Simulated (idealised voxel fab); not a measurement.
Herein follows the process module entitled voxel fin reveal.
cross-section cut | 285 nm wide | cells 5 nm
Just so we're on the same page, the cross-sections are grids of square cells, and they're listed out in bands top to bottom, each band one or more rows deep.
Top height, bottom height, nm. Materials left to right, width each, nm. Single material + "everywhere" = fills band edge to edge. "air" = empty.
Heights are expressed relative to 0, this being the level below which the as-received wafer comprises one material exclusively. The lowest band is unbounded in the downward direction and is denoted as in "0 nm and below".
It should be noted that a width expressed as "30->40" varies in equal increments from row to row of cells within the band, taking the value of the first number at the top row and that of the second number at the bottom row.
When a step is marked "same as before", none of the cells in the cross-section changed during that step.
"Catalogued sealed voids" lists enclosed empty spaces (at least 8 cells, no open path upward to the top), each as width x height at distance from the left edge, in nm.
Formally, on a step line, whatever follows the settings is a remark that the simulator itself makes on the step.
When a step includes a mask, the "overlay nm" setting on its line states how far to the right of its planned place that mask lay, and negative values state how far to the left.
Pairs from here to the end. Each: cross-section before one process step, cross-section after it, the latter only as far down as the lowest band that changed. Under each: the step between, and its settings. Mind that the pairs may be taken from different runs of this module on the same starting wafer; whether a pair continues from the pair above depends on its entry headed "Pre-step snapshot", and it does only where that entry says so.

**Pre-step snapshot**
	0 nm and below = Si everywhere
	Catalogued sealed voids: none

**Result of Step**
	10 nm to 0 nm = SiN everywhere
	Unchanged below 0.
	Catalogued sealed voids: none
Between before and after above, the operation and settings are op CONFORMAL_DEP | material SiN | thk nm 10

Pre-step snapshot: This step starts from the configuration shown after the step in the pair immediately above.

**Result of Step**
	25 nm to 10 nm = aC everywhere
	Unchanged below 10.
	Catalogued sealed voids: none
Between before and after above, the operation and settings are op DIRECTIONAL_DEP | material aC | thk nm 15

Pre-step snapshot: This step starts from the configuration shown after the step in the pair immediately above.

**Result of Step**
	60 nm to 25 nm = 90 of air | 15 of resist | 30 of air | 15 of resist | 30 of air | 15 of resist | 90 of air
	Unchanged below 25.
	Catalogued sealed voids: none
Between before and after above, the operation and settings are op PATTERN | tone cover | mask id FINS | material resist | width nm 15 | pitch nm 45 | thk nm 35 | overlay nm 0

Pre-step snapshot: This step starts from the configuration shown after the step in the pair immediately above.

**Result of Step**
	45 nm to 25 nm = 90 of air | 15 of resist | 30 of air | 15 of resist | 30 of air | 15 of resist | 90 of air
	25 nm to 10 nm = 90 of air | 15 of aC | 30 of air | 15 of aC | 30 of air | 15 of aC | 90 of air
	Unchanged below 10.
	Catalogued sealed voids: none
Between before and after above, the operation and settings are op DIRECTIONAL_ETCH | etch materials aC | depth nm 15

Pre-step snapshot: This step starts from the configuration shown after the step in the pair immediately above.

**Result of Step**
	25 nm to 10 nm = 90 of air | 15 of aC | 30 of air | 15 of aC | 30 of air | 15 of aC | 90 of air
	Unchanged below 10.
	Catalogued sealed voids: none
Between before and after above, the operation and settings are op STRIP | etch materials resist

Pre-step snapshot: This step starts from the configuration shown after the step in the pair immediately above.

**Result of Step**
	25 nm to 10 nm = 90 of air | 15 of aC | 30 of air | 15 of aC | 30 of air | 15 of aC | 90 of air
	10 nm to 0 nm = 90 of air | 15 of SiN | 30 of air | 15 of SiN | 30 of air | 15 of SiN | 90 of air
	Unchanged below 0.
	Catalogued sealed voids: none
Between before and after above, the operation and settings are op DIRECTIONAL_ETCH | etch materials SiN | depth nm 10

Pre-step snapshot: This step starts from the configuration shown after the step in the pair immediately above.

**Result of Step**
	25 nm to 10 nm = 90 of air | 15 of aC | 30 of air | 15 of aC | 30 of air | 15 of aC | 90 of air
	10 nm to 0 nm = 90 of air | 15 of SiN | 30 of air | 15 of SiN | 30 of air | 15 of SiN | 90 of air
	0 nm to -35 nm = 90 of air | 15 of Si | 30 of air | 15 of Si | 30 of air | 15 of Si | 90 of air
	Unchanged below -35.
	Catalogued sealed voids: none
Between before and after above, the operation and settings are op DIRECTIONAL_ETCH | etch materials Si | depth nm 35

Pre-step snapshot: This step starts from the configuration shown after the step in the pair immediately above.

**Result of Step**
	10 nm to 0 nm = 90 of air | 15 of SiN | 30 of air | 15 of SiN | 30 of air | 15 of SiN | 90 of air
	Unchanged below 0.
	Catalogued sealed voids: none
Between before and after above, the operation and settings are op STRIP | etch materials aC

Pre-step snapshot: This step starts from the configuration shown after the step in the pair immediately above.

**Result of Step**
	20 nm to 10 nm = SiO2 everywhere
	10 nm to 0 nm = 90 of SiO2 | 15 of SiN | 30 of SiO2 | 15 of SiN | 30 of SiO2 | 15 of SiN | 90 of SiO2
	0 nm to -35 nm = 90 of SiO2 | 15 of Si | 30 of SiO2 | 15 of Si | 30 of SiO2 | 15 of Si | 90 of SiO2
	Unchanged below -35.
	Catalogued sealed voids: none
Between before and after above, the operation and settings are op FILL_DEP | material SiO2 | thk nm 10

Pre-step snapshot: This step starts from the configuration shown after the step in the pair immediately above.

**Result of Step**
	10 nm to 0 nm = 90 of SiO2 | 15 of SiN | 30 of SiO2 | 15 of SiN | 30 of SiO2 | 15 of SiN | 90 of SiO2
	Unchanged below 0.
	Catalogued sealed voids: none
Between before and after above, the operation and settings are op CMP | height nm 10

Pre-step snapshot: This step starts from the configuration shown after the step in the pair immediately above.

**Result of Step**
	10 nm to 0 nm = 90 of air | 15 of SiN | 30 of air | 15 of SiN | 30 of air | 15 of SiN | 90 of air
	0 nm to -25 nm = 90 of air | 15 of Si | 30 of air | 15 of Si | 30 of air | 15 of Si | 90 of air
	Unchanged below -25.
	Catalogued sealed voids: none
Between before and after above, the operation and settings are op SELECTIVE_ETCH | etch materials SiO2 | depth nm 35

Pre-step snapshot: This step starts from the configuration shown after the step in the pair immediately above.

**Result of Step**
	0 nm to -25 nm = 90 of air | 15 of Si | 30 of air | 15 of Si | 30 of air | 15 of Si | 90 of air
	Unchanged below -25.
	Catalogued sealed voids: none
Between before and after above, the operation and settings are op STRIP | etch materials SiN

Pre-step snapshot: This step starts from the configuration shown after the step in the pair immediately above.

**Result of Step**
	5 nm to 0 nm = 85 of air | 25 of HfO2 | 20 of air | 25 of HfO2 | 20 of air | 25 of HfO2 | 85 of air
	0 nm to -20 nm = 85 of air | 5 of HfO2 | 15 of Si | 5 of HfO2 | 20 of air | 5 of HfO2 | 15 of Si | 5 of HfO2 | 20 of air | 5 of HfO2 | 15 of Si | 5 of HfO2 | 85 of air
	-20 nm to -25 nm = 90 of HfO2 | 15 of Si | 30 of HfO2 | 15 of Si | 30 of HfO2 | 15 of Si | 90 of HfO2
	Unchanged below -25.
	Catalogued sealed voids: none
Between before and after above, the operation and settings are op CONFORMAL_DEP | material HfO2 | thk nm 5

**Pre-step snapshot**
	10 nm to 0 nm = 90 of SiO2 | 15 of SiN | 30 of SiO2 | 15 of SiN | 30 of SiO2 | 15 of SiN | 90 of SiO2
	0 nm to -35 nm = 90 of SiO2 | 15 of Si | 30 of SiO2 | 15 of Si | 30 of SiO2 | 15 of Si | 90 of SiO2
	-35 nm and below = Si everywhere
	Catalogued sealed voids: none

**Result of Step**
	10 nm to 0 nm = 90 of SiO2 | 15 of air | 30 of SiO2 | 15 of air | 30 of SiO2 | 15 of air | 90 of SiO2
	Unchanged below 0.
	Catalogued sealed voids: none
Between before and after above, the operation and settings are op STRIP | etch materials SiN

Pre-step snapshot: This step starts from the configuration shown after the step in the pair immediately above.

**Result of Step**
	0 nm to -25 nm = 90 of air | 15 of Si | 30 of air | 15 of Si | 30 of air | 15 of Si | 90 of air
	-25 nm to -35 nm = 55 of SiO2 | 35 of air | 15 of Si | 30 of air | 15 of Si | 30 of air | 15 of Si | 35 of air | 55 of SiO2
	Unchanged below -35.
	Catalogued sealed voids: none
Between before and after above, the operation and settings are op SELECTIVE_ETCH | etch materials SiO2 | depth nm 35

Pre-step snapshot: This step starts from the configuration shown after the step in the pair immediately above.

**Result of Step**
	5 nm to 0 nm = 85 of air | 25 of HfO2 | 20 of air | 25 of HfO2 | 20 of air | 25 of HfO2 | 85 of air
	0 nm to -20 nm = 85 of air | 5 of HfO2 | 15 of Si | 5 of HfO2 | 20 of air | 5 of HfO2 | 15 of Si | 5 of HfO2 | 20 of air | 5 of HfO2 | 15 of Si | 5 of HfO2 | 85 of air
	-20 nm to -25 nm = 60 of HfO2 | 25 of air | 5 of HfO2 | 15 of Si | 5 of HfO2 | 20 of air | 5 of HfO2 | 15 of Si | 5 of HfO2 | 20 of air | 5 of HfO2 | 15 of Si | 5 of HfO2 | 25 of air | 60 of HfO2
	-25 nm to -30 nm = 55 of SiO2 | 5 of HfO2 | 25 of air | 5 of HfO2 | 15 of Si | 5 of HfO2 | 20 of air | 5 of HfO2 | 15 of Si | 5 of HfO2 | 20 of air | 5 of HfO2 | 15 of Si | 5 of HfO2 | 25 of air | 5 of HfO2 | 55 of SiO2
	-30 nm to -35 nm = 55 of SiO2 | 35 of HfO2 | 15 of Si | 30 of HfO2 | 15 of Si | 30 of HfO2 | 15 of Si | 35 of HfO2 | 55 of SiO2
	Unchanged below -35.
	Catalogued sealed voids: none
Between before and after above, the operation and settings are op CONFORMAL_DEP | material HfO2 | thk nm 5

**Pre-step snapshot**
	25 nm to 10 nm = 90 of air | 15 of aC | 30 of air | 15 of aC | 30 of air | 15 of aC | 90 of air
	10 nm to 0 nm = 90 of air | 15 of SiN | 30 of air | 15 of SiN | 30 of air | 15 of SiN | 90 of air
	0 nm and below = Si everywhere
	Catalogued sealed voids: none

**Result of Step**
	25 nm to 10 nm = 90 of air | 15 of aC | 30 of air | 15 of aC | 30 of air | 15 of aC | 90 of air
	10 nm to 0 nm = 90 of air | 15 of SiN | 30 of air | 15 of SiN | 30 of air | 15 of SiN | 90 of air
	0 nm to -30 nm = 90 of air | 15 of Si | 30 of air | 15 of Si | 30 of air | 15 of Si | 90 of air
	Unchanged below -30.
	Catalogued sealed voids: none
Between before and after above, the operation and settings are op DIRECTIONAL_ETCH | etch materials Si | depth nm 30

Pre-step snapshot: This step starts from the configuration shown after the step in the pair immediately above.

**Result of Step**
	10 nm to 0 nm = 90 of air | 15 of SiN | 30 of air | 15 of SiN | 30 of air | 15 of SiN | 90 of air
	Unchanged below 0.
	Catalogued sealed voids: none
Between before and after above, the operation and settings are op STRIP | etch materials aC

Pre-step snapshot: This step starts from the configuration shown after the step in the pair immediately above.

**Result of Step**
	20 nm to 10 nm = SiO2 everywhere
	10 nm to 0 nm = 90 of SiO2 | 15 of SiN | 30 of SiO2 | 15 of SiN | 30 of SiO2 | 15 of SiN | 90 of SiO2
	0 nm to -30 nm = 90 of SiO2 | 15 of Si | 30 of SiO2 | 15 of Si | 30 of SiO2 | 15 of Si | 90 of SiO2
	Unchanged below -30.
	Catalogued sealed voids: none
Between before and after above, the operation and settings are op FILL_DEP | material SiO2 | thk nm 10

Pre-step snapshot: This step starts from the configuration shown after the step in the pair immediately above.

**Result of Step**
	10 nm to 0 nm = 90 of SiO2 | 15 of SiN | 30 of SiO2 | 15 of SiN | 30 of SiO2 | 15 of SiN | 90 of SiO2
	Unchanged below 0.
	Catalogued sealed voids: none
Between before and after above, the operation and settings are op CMP | height nm 10

Pre-step snapshot: This step starts from the configuration shown after the step in the pair immediately above.

**Result of Step**
	10 nm to 0 nm = 90 of air | 15 of SiN | 30 of air | 15 of SiN | 30 of air | 15 of SiN | 90 of air
	0 nm to -25 nm = 90 of air | 15 of Si | 30 of air | 15 of Si | 30 of air | 15 of Si | 90 of air
	Unchanged below -25.
	Catalogued sealed voids: none
Between before and after above, the operation and settings are op SELECTIVE_ETCH | etch materials SiO2 | depth nm 35

Pre-step snapshot: This step starts from the configuration shown after the step in the pair immediately above.

**Result of Step**
	0 nm to -25 nm = 90 of air | 15 of Si | 30 of air | 15 of Si | 30 of air | 15 of Si | 90 of air
	Unchanged below -25.
	Catalogued sealed voids: none
Between before and after above, the operation and settings are op STRIP | etch materials SiN

Pre-step snapshot: This step starts from the configuration shown after the step in the pair immediately above.

**Result of Step**
	5 nm to 0 nm = 85 of air | 25 of HfO2 | 20 of air | 25 of HfO2 | 20 of air | 25 of HfO2 | 85 of air
	0 nm to -20 nm = 85 of air | 5 of HfO2 | 15 of Si | 5 of HfO2 | 20 of air | 5 of HfO2 | 15 of Si | 5 of HfO2 | 20 of air | 5 of HfO2 | 15 of Si | 5 of HfO2 | 85 of air
	-20 nm to -25 nm = 90 of HfO2 | 15 of Si | 30 of HfO2 | 15 of Si | 30 of HfO2 | 15 of Si | 90 of HfO2
	Unchanged below -25.
	Catalogued sealed voids: none
Between before and after above, the operation and settings are op CONFORMAL_DEP | material HfO2 | thk nm 5

**Pre-step snapshot**
	25 nm to 10 nm = aC everywhere
	10 nm to 0 nm = SiN everywhere
	0 nm and below = Si everywhere
	Catalogued sealed voids: none

**Result of Step**
	60 nm to 25 nm = 90 of air | 20 of resist | 25 of air | 20 of resist | 25 of air | 20 of resist | 85 of air
	Unchanged below 25.
	Catalogued sealed voids: none
Between before and after above, the operation and settings are op PATTERN | tone cover | mask id FINS | material resist | width nm 20 | pitch nm 45 | thk nm 35 | overlay nm 0

Pre-step snapshot: This step starts from the configuration shown after the step in the pair immediately above.

**Result of Step**
	45 nm to 25 nm = 90 of air | 20 of resist | 25 of air | 20 of resist | 25 of air | 20 of resist | 85 of air
	25 nm to 10 nm = 90 of air | 20 of aC | 25 of air | 20 of aC | 25 of air | 20 of aC | 85 of air
	Unchanged below 10.
	Catalogued sealed voids: none
Between before and after above, the operation and settings are op DIRECTIONAL_ETCH | etch materials aC | depth nm 15

Pre-step snapshot: This step starts from the configuration shown after the step in the pair immediately above.

**Result of Step**
	25 nm to 10 nm = 90 of air | 20 of aC | 25 of air | 20 of aC | 25 of air | 20 of aC | 85 of air
	Unchanged below 10.
	Catalogued sealed voids: none
Between before and after above, the operation and settings are op STRIP | etch materials resist

Pre-step snapshot: This step starts from the configuration shown after the step in the pair immediately above.

**Result of Step**
	25 nm to 10 nm = 90 of air | 20 of aC | 25 of air | 20 of aC | 25 of air | 20 of aC | 85 of air
	10 nm to 0 nm = 90 of air | 20 of SiN | 25 of air | 20 of SiN | 25 of air | 20 of SiN | 85 of air
	Unchanged below 0.
	Catalogued sealed voids: none
Between before and after above, the operation and settings are op DIRECTIONAL_ETCH | etch materials SiN | depth nm 10

Pre-step snapshot: This step starts from the configuration shown after the step in the pair immediately above.

**Result of Step**
	25 nm to 10 nm = 90 of air | 20 of aC | 25 of air | 20 of aC | 25 of air | 20 of aC | 85 of air
	10 nm to 0 nm = 90 of air | 20 of SiN | 25 of air | 20 of SiN | 25 of air | 20 of SiN | 85 of air
	0 nm to -35 nm = 90 of air | 20 of Si | 25 of air | 20 of Si | 25 of air | 20 of Si | 85 of air
	Unchanged below -35.
	Catalogued sealed voids: none
Between before and after above, the operation and settings are op DIRECTIONAL_ETCH | etch materials Si | depth nm 35

Pre-step snapshot: This step starts from the configuration shown after the step in the pair immediately above.

**Result of Step**
	10 nm to 0 nm = 90 of air | 20 of SiN | 25 of air | 20 of SiN | 25 of air | 20 of SiN | 85 of air
	Unchanged below 0.
	Catalogued sealed voids: none
Between before and after above, the operation and settings are op STRIP | etch materials aC

Pre-step snapshot: This step starts from the configuration shown after the step in the pair immediately above.

**Result of Step**
	20 nm to 10 nm = SiO2 everywhere
	10 nm to 0 nm = 90 of SiO2 | 20 of SiN | 25 of SiO2 | 20 of SiN | 25 of SiO2 | 20 of SiN | 85 of SiO2
	0 nm to -35 nm = 90 of SiO2 | 20 of Si | 25 of SiO2 | 20 of Si | 25 of SiO2 | 20 of Si | 85 of SiO2
	Unchanged below -35.
	Catalogued sealed voids: none
Between before and after above, the operation and settings are op FILL_DEP | material SiO2 | thk nm 10

Pre-step snapshot: This step starts from the configuration shown after the step in the pair immediately above.

**Result of Step**
	10 nm to 0 nm = 90 of SiO2 | 20 of SiN | 25 of SiO2 | 20 of SiN | 25 of SiO2 | 20 of SiN | 85 of SiO2
	Unchanged below 0.
	Catalogued sealed voids: none
Between before and after above, the operation and settings are op CMP | height nm 10

Pre-step snapshot: This step starts from the configuration shown after the step in the pair immediately above.

**Result of Step**
	10 nm to 0 nm = 90 of air | 20 of SiN | 25 of air | 20 of SiN | 25 of air | 20 of SiN | 85 of air
	0 nm to -25 nm = 90 of air | 20 of Si | 25 of air | 20 of Si | 25 of air | 20 of Si | 85 of air
	Unchanged below -25.
	Catalogued sealed voids: none
Between before and after above, the operation and settings are op SELECTIVE_ETCH | etch materials SiO2 | depth nm 35

Pre-step snapshot: This step starts from the configuration shown after the step in the pair immediately above.

**Result of Step**
	0 nm to -25 nm = 90 of air | 20 of Si | 25 of air | 20 of Si | 25 of air | 20 of Si | 85 of air
	Unchanged below -25.
	Catalogued sealed voids: none
Between before and after above, the operation and settings are op STRIP | etch materials SiN

Pre-step snapshot: This step starts from the configuration shown after the step in the pair immediately above.

**Result of Step**
	5 nm to 0 nm = 85 of air | 30 of HfO2 | 15 of air | 30 of HfO2 | 15 of air | 30 of HfO2 | 80 of air
	0 nm to -20 nm = 85 of air | 5 of HfO2 | 20 of Si | 5 of HfO2 | 15 of air | 5 of HfO2 | 20 of Si | 5 of HfO2 | 15 of air | 5 of HfO2 | 20 of Si | 5 of HfO2 | 80 of air
	-20 nm to -25 nm = 90 of HfO2 | 20 of Si | 25 of HfO2 | 20 of Si | 25 of HfO2 | 20 of Si | 85 of HfO2
	Unchanged below -25.
	Catalogued sealed voids: none
Between before and after above, the operation and settings are op CONFORMAL_DEP | material HfO2 | thk nm 5

**Pre-step snapshot**
	25 nm to 10 nm = aC everywhere
	10 nm to 0 nm = SiN everywhere
	0 nm and below = Si everywhere
	Catalogued sealed voids: none

**Result of Step**
	60 nm to 25 nm = 100 of air | 15 of resist | 30 of air | 15 of resist | 30 of air | 15 of resist | 80 of air
	Unchanged below 25.
	Catalogued sealed voids: none
Between before and after above, the operation and settings are op PATTERN | tone cover | mask id FINS | material resist | width nm 15 | pitch nm 45 | thk nm 35 | overlay nm 10

Pre-step snapshot: This step starts from the configuration shown after the step in the pair immediately above.

**Result of Step**
	45 nm to 25 nm = 100 of air | 15 of resist | 30 of air | 15 of resist | 30 of air | 15 of resist | 80 of air
	25 nm to 10 nm = 100 of air | 15 of aC | 30 of air | 15 of aC | 30 of air | 15 of aC | 80 of air
	Unchanged below 10.
	Catalogued sealed voids: none
Between before and after above, the operation and settings are op DIRECTIONAL_ETCH | etch materials aC | depth nm 15

Pre-step snapshot: This step starts from the configuration shown after the step in the pair immediately above.

**Result of Step**
	25 nm to 10 nm = 100 of air | 15 of aC | 30 of air | 15 of aC | 30 of air | 15 of aC | 80 of air
	Unchanged below 10.
	Catalogued sealed voids: none
Between before and after above, the operation and settings are op STRIP | etch materials resist

Pre-step snapshot: This step starts from the configuration shown after the step in the pair immediately above.

**Result of Step**
	25 nm to 10 nm = 100 of air | 15 of aC | 30 of air | 15 of aC | 30 of air | 15 of aC | 80 of air
	10 nm to 0 nm = 100 of air | 15 of SiN | 30 of air | 15 of SiN | 30 of air | 15 of SiN | 80 of air
	Unchanged below 0.
	Catalogued sealed voids: none
Between before and after above, the operation and settings are op DIRECTIONAL_ETCH | etch materials SiN | depth nm 10

Pre-step snapshot: This step starts from the configuration shown after the step in the pair immediately above.

**Result of Step**
	25 nm to 10 nm = 100 of air | 15 of aC | 30 of air | 15 of aC | 30 of air | 15 of aC | 80 of air
	10 nm to 0 nm = 100 of air | 15 of SiN | 30 of air | 15 of SiN | 30 of air | 15 of SiN | 80 of air
	0 nm to -35 nm = 100 of air | 15 of Si | 30 of air | 15 of Si | 30 of air | 15 of Si | 80 of air
	Unchanged below -35.
	Catalogued sealed voids: none
Between before and after above, the operation and settings are op DIRECTIONAL_ETCH | etch materials Si | depth nm 35

Pre-step snapshot: This step starts from the configuration shown after the step in the pair immediately above.

**Result of Step**
	10 nm to 0 nm = 100 of air | 15 of SiN | 30 of air | 15 of SiN | 30 of air | 15 of SiN | 80 of air
	Unchanged below 0.
	Catalogued sealed voids: none
Between before and after above, the operation and settings are op STRIP | etch materials aC

Pre-step snapshot: This step starts from the configuration shown after the step in the pair immediately above.

**Result of Step**
	20 nm to 10 nm = SiO2 everywhere
	10 nm to 0 nm = 100 of SiO2 | 15 of SiN | 30 of SiO2 | 15 of SiN | 30 of SiO2 | 15 of SiN | 80 of SiO2
	0 nm to -35 nm = 100 of SiO2 | 15 of Si | 30 of SiO2 | 15 of Si | 30 of SiO2 | 15 of Si | 80 of SiO2
	Unchanged below -35.
	Catalogued sealed voids: none
Between before and after above, the operation and settings are op FILL_DEP | material SiO2 | thk nm 10

Pre-step snapshot: This step starts from the configuration shown after the step in the pair immediately above.

**Result of Step**
	10 nm to 0 nm = 100 of SiO2 | 15 of SiN | 30 of SiO2 | 15 of SiN | 30 of SiO2 | 15 of SiN | 80 of SiO2
	Unchanged below 0.
	Catalogued sealed voids: none
Between before and after above, the operation and settings are op CMP | height nm 10

Pre-step snapshot: This step starts from the configuration shown after the step in the pair immediately above.

**Result of Step**
	10 nm to 0 nm = 100 of air | 15 of SiN | 30 of air | 15 of SiN | 30 of air | 15 of SiN | 80 of air
	0 nm to -25 nm = 100 of air | 15 of Si | 30 of air | 15 of Si | 30 of air | 15 of Si | 80 of air
	Unchanged below -25.
	Catalogued sealed voids: none
Between before and after above, the operation and settings are op SELECTIVE_ETCH | etch materials SiO2 | depth nm 35

Pre-step snapshot: This step starts from the configuration shown after the step in the pair immediately above.

**Result of Step**
	0 nm to -25 nm = 100 of air | 15 of Si | 30 of air | 15 of Si | 30 of air | 15 of Si | 80 of air
	Unchanged below -25.
	Catalogued sealed voids: none
Between before and after above, the operation and settings are op STRIP | etch materials SiN

Pre-step snapshot: This step starts from the configuration shown after the step in the pair immediately above.

**Result of Step**
	5 nm to 0 nm = 95 of air | 25 of HfO2 | 20 of air | 25 of HfO2 | 20 of air | 25 of HfO2 | 75 of air
	0 nm to -20 nm = 95 of air | 5 of HfO2 | 15 of Si | 5 of HfO2 | 20 of air | 5 of HfO2 | 15 of Si | 5 of HfO2 | 20 of air | 5 of HfO2 | 15 of Si | 5 of HfO2 | 75 of air
	-20 nm to -25 nm = 100 of HfO2 | 15 of Si | 30 of HfO2 | 15 of Si | 30 of HfO2 | 15 of Si | 80 of HfO2
	Unchanged below -25.
	Catalogued sealed voids: none
Between before and after above, the operation and settings are op CONFORMAL_DEP | material HfO2 | thk nm 5

**Pre-step snapshot**
	10 nm to 0 nm = 90 of air | 15 of SiN | 30 of air | 15 of SiN | 30 of air | 15 of SiN | 90 of air
	0 nm to -35 nm = 90 of air | 15 of Si | 30 of air | 15 of Si | 30 of air | 15 of Si | 90 of air
	-35 nm and below = Si everywhere
	Catalogued sealed voids: none

**Result of Step**
	20 nm to 10 nm = aC everywhere
	10 nm to 0 nm = 90 of aC | 15 of SiN | 30 of aC | 15 of SiN | 30 of aC | 15 of SiN | 90 of aC
	0 nm to -35 nm = 90 of aC | 15 of Si | 30 of aC | 15 of Si | 30 of aC | 15 of Si | 90 of aC
	Unchanged below -35.
	Catalogued sealed voids: none
Between before and after above, the operation and settings are op FILL_DEP | material aC | thk nm 10

Pre-step snapshot: This step starts from the configuration shown after the step in the pair immediately above.

**Result of Step**
	10 nm to 0 nm = 90 of aC | 15 of SiN | 30 of aC | 15 of SiN | 30 of aC | 15 of SiN | 90 of aC
	Unchanged below 0.
	Catalogued sealed voids: none
Between before and after above, the operation and settings are op CMP | height nm 10

Pre-step snapshot: This step starts from the configuration shown after the step in the pair immediately above.

**Result of Step**
	10 nm to 0 nm = 90 of aC | 15 of air | 30 of aC | 15 of air | 30 of aC | 15 of air | 90 of aC
	Unchanged below 0.
	Catalogued sealed voids: none
Between before and after above, the operation and settings are op STRIP | etch materials SiN

Pre-step snapshot: This step starts from the configuration shown after the step in the pair immediately above.

**Result of Step**
	15 nm to 10 nm = 95 of HfO2 | 5 of air | 40 of HfO2 | 5 of air | 40 of HfO2 | 5 of air | 95 of HfO2
	10 nm to 5 nm = 90 of aC | 5 of HfO2 | 5 of air | 5 of HfO2 | 30 of aC | 5 of HfO2 | 5 of air | 5 of HfO2 | 30 of aC | 5 of HfO2 | 5 of air | 5 of HfO2 | 90 of aC
	5 nm to 0 nm = 90 of aC | 15 of HfO2 | 30 of aC | 15 of HfO2 | 30 of aC | 15 of HfO2 | 90 of aC
	Unchanged below 0.
	Catalogued sealed voids: none
Between before and after above, the operation and settings are op CONFORMAL_DEP | material HfO2 | thk nm 5

**Pre-step snapshot**
	25 nm to 10 nm = aC everywhere
	10 nm to 0 nm = SiN everywhere
	0 nm and below = Si everywhere
	Catalogued sealed voids: none

**Result of Step**
	60 nm to 25 nm = 90 of resist | 15 of air | 30 of resist | 15 of air | 30 of resist | 15 of air | 90 of resist
	Unchanged below 25.
	Catalogued sealed voids: none
Between before and after above, the operation and settings are op PATTERN | tone open | mask id FINS | material resist | width nm 15 | pitch nm 45 | thk nm 35 | overlay nm 0

Pre-step snapshot: This step starts from the configuration shown after the step in the pair immediately above.

**Result of Step**
	45 nm to 25 nm = 90 of resist | 15 of air | 30 of resist | 15 of air | 30 of resist | 15 of air | 90 of resist
	25 nm to 10 nm = 90 of aC | 15 of air | 30 of aC | 15 of air | 30 of aC | 15 of air | 90 of aC
	Unchanged below 10.
	Catalogued sealed voids: none
Between before and after above, the operation and settings are op DIRECTIONAL_ETCH | etch materials aC | depth nm 15

Pre-step snapshot: This step starts from the configuration shown after the step in the pair immediately above.

**Result of Step**
	25 nm to 10 nm = 90 of aC | 15 of air | 30 of aC | 15 of air | 30 of aC | 15 of air | 90 of aC
	Unchanged below 10.
	Catalogued sealed voids: none
Between before and after above, the operation and settings are op STRIP | etch materials resist

Pre-step snapshot: This step starts from the configuration shown after the step in the pair immediately above.

**Result of Step**
	25 nm to 10 nm = 90 of aC | 15 of air | 30 of aC | 15 of air | 30 of aC | 15 of air | 90 of aC
	10 nm to 0 nm = 90 of SiN | 15 of air | 30 of SiN | 15 of air | 30 of SiN | 15 of air | 90 of SiN
	Unchanged below 0.
	Catalogued sealed voids: none
Between before and after above, the operation and settings are op DIRECTIONAL_ETCH | etch materials SiN | depth nm 10

Pre-step snapshot: This step starts from the configuration shown after the step in the pair immediately above.

**Result of Step**
	25 nm to 10 nm = 90 of aC | 15 of air | 30 of aC | 15 of air | 30 of aC | 15 of air | 90 of aC
	10 nm to 0 nm = 90 of SiN | 15 of air | 30 of SiN | 15 of air | 30 of SiN | 15 of air | 90 of SiN
	0 nm to -35 nm = 90 of Si | 15 of air | 30 of Si | 15 of air | 30 of Si | 15 of air | 90 of Si
	Unchanged below -35.
	Catalogued sealed voids: none
Between before and after above, the operation and settings are op DIRECTIONAL_ETCH | etch materials Si | depth nm 35

Pre-step snapshot: This step starts from the configuration shown after the step in the pair immediately above.

**Result of Step**
	10 nm to 0 nm = 90 of SiN | 15 of air | 30 of SiN | 15 of air | 30 of SiN | 15 of air | 90 of SiN
	Unchanged below 0.
	Catalogued sealed voids: none
Between before and after above, the operation and settings are op STRIP | etch materials aC

Pre-step snapshot: This step starts from the configuration shown after the step in the pair immediately above.

**Result of Step**
	20 nm to 10 nm = SiO2 everywhere
	10 nm to 0 nm = 90 of SiN | 15 of SiO2 | 30 of SiN | 15 of SiO2 | 30 of SiN | 15 of SiO2 | 90 of SiN
	0 nm to -35 nm = 90 of Si | 15 of SiO2 | 30 of Si | 15 of SiO2 | 30 of Si | 15 of SiO2 | 90 of Si
	Unchanged below -35.
	Catalogued sealed voids: none
Between before and after above, the operation and settings are op FILL_DEP | material SiO2 | thk nm 10

Pre-step snapshot: This step starts from the configuration shown after the step in the pair immediately above.

**Result of Step**
	10 nm to 0 nm = 90 of SiN | 15 of SiO2 | 30 of SiN | 15 of SiO2 | 30 of SiN | 15 of SiO2 | 90 of SiN
	Unchanged below 0.
	Catalogued sealed voids: none
Between before and after above, the operation and settings are op CMP | height nm 10

Pre-step snapshot: This step starts from the configuration shown after the step in the pair immediately above.

**Result of Step**
	10 nm to 0 nm = 90 of SiN | 15 of air | 30 of SiN | 15 of air | 30 of SiN | 15 of air | 90 of SiN
	0 nm to -25 nm = 90 of Si | 15 of air | 30 of Si | 15 of air | 30 of Si | 15 of air | 90 of Si
	Unchanged below -25.
	Catalogued sealed voids: none
Between before and after above, the operation and settings are op SELECTIVE_ETCH | etch materials SiO2 | depth nm 35

Pre-step snapshot: This step starts from the configuration shown after the step in the pair immediately above.

**Result of Step**
	0 nm to -25 nm = 90 of Si | 15 of air | 30 of Si | 15 of air | 30 of Si | 15 of air | 90 of Si
	Unchanged below -25.
	Catalogued sealed voids: none
Between before and after above, the operation and settings are op STRIP | etch materials SiN

Pre-step snapshot: This step starts from the configuration shown after the step in the pair immediately above.

**Result of Step**
	5 nm to 0 nm = 95 of HfO2 | 5 of air | 40 of HfO2 | 5 of air | 40 of HfO2 | 5 of air | 95 of HfO2
	0 nm to -20 nm = 90 of Si | 5 of HfO2 | 5 of air | 5 of HfO2 | 30 of Si | 5 of HfO2 | 5 of air | 5 of HfO2 | 30 of Si | 5 of HfO2 | 5 of air | 5 of HfO2 | 90 of Si
	-20 nm to -25 nm = 90 of Si | 15 of HfO2 | 30 of Si | 15 of HfO2 | 30 of Si | 15 of HfO2 | 90 of Si
	Unchanged below -25.
	Catalogued sealed voids: none
Between before and after above, the operation and settings are op CONFORMAL_DEP | material HfO2 | thk nm 5
